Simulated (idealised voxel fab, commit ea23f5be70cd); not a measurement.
process module | voxel self aligned contacts
cross-section cut | 255 nm wide | cells 5 nm
A cross-section is a grid of square cells, given in bands from the top down. A band is one or more rows of cells.
Each band's line starts with the height of the band's top and of its bottom, in nm. Then come its materials from left to right, each with its width in nm. One material with "throughout" fills the band from edge to edge. "air" is empty space.
Height 0 is the level under which the wafer as received is all one material. The lowest band goes on downwards, as in "0 down".
A width such as "30 to 40" changes by the same amount from each row of cells to the next, from the band's top row to its bottom row.
"no change" after a step means that no cell of the cross-section changed.
closed voids: empty space of 8 cells or more with no open way to the top, each as width x height at its distance from the left edge, in nm
after a step's settings: what the simulator itself notes on the step
overlay nm, on a step with a mask: how far to the right of its planned place the mask lay; to the left if negative
plan
1 op RECEIVE | material Si
2 op OXIDIZE | depth nm 5
3 op DIRECTIONAL_DEP | material polySi | thk nm 30
4 op DIRECTIONAL_DEP | material SiN | thk nm 25
5 op DIRECTIONAL_DEP | material aC | thk nm 10
6 op PATTERN | tone cover | mask id GATE | material resist | width nm 30 | pitch nm 75 | thk nm 30 | overlay nm 0
7 op DIRECTIONAL_ETCH | etch materials aC | depth nm 10
8 op STRIP | etch materials resist
9 op DIRECTIONAL_ETCH | etch materials SiN | depth nm 25
10 op DIRECTIONAL_ETCH | etch materials polySi | depth nm 30
11 op STRIP | etch materials aC
12 op CONFORMAL_DEP | material SiN | thk nm 10
13 op DIRECTIONAL_ETCH | etch materials SiN | depth nm 10
14 op FILL_DEP | material SiO2 | thk nm 15
15 op CMP | height nm 60
16 op MASKED_ETCH | tone open | mask id CONTACT | width nm 55 | etch materials SiO2 | depth nm 65 | overlay nm 0
17 op CONFORMAL_DEP | material TiN | thk nm 5
18 op FILL_DEP | material W | thk nm 5
19 op CMP | height nm 60
20 op CONFORMAL_DEP | material SiCN | thk nm 5
as received, after step 1
  0 down: Si throughout
  closed voids: none
first wafer at the end, as planned
  65 to 60: SiCN throughout
  60 to 55: SiO2 100 | TiN 20 | W 15 | TiN 20 | SiO2 100
  55 to 30: SiO2 65 | SiN 50 | TiN 5 | W 15 | TiN 5 | SiN 50 | SiO2 65
  30 to 0: SiO2 65 | SiN 10 | polySi 30 | SiN 10 | TiN 5 | W 15 | TiN 5 | SiN 10 | polySi 30 | SiN 10 | SiO2 65
  0 to -5: SiO2 115 | TiN 25 | SiO2 115
  -5 down: Si throughout
  closed voids: none
second wafer at the end: like start, like plan, one mistake
  70 to 65: SiCN throughout
  65 to 60: TiN 105 | W 45 | TiN 105
  60 to 55: SiO2 100 | TiN 20 | W 15 | TiN 20 | SiO2 100
  55 to 30: SiO2 65 | SiN 50 | TiN 5 | W 15 | TiN 5 | SiN 50 | SiO2 65
  30 to 0: SiO2 65 | SiN 10 | polySi 30 | SiN 10 | TiN 5 | W 15 | TiN 5 | SiN 10 | polySi 30 | SiN 10 | SiO2 65
  0 to -5: SiO2 115 | TiN 25 | SiO2 115
  -5 down: Si throughout
  closed voids: none
what went wrong: step 19 ran as: op CMP | height nm 65
at the end the second wafer has, in cells: 42 more of TiN | 9 more of W
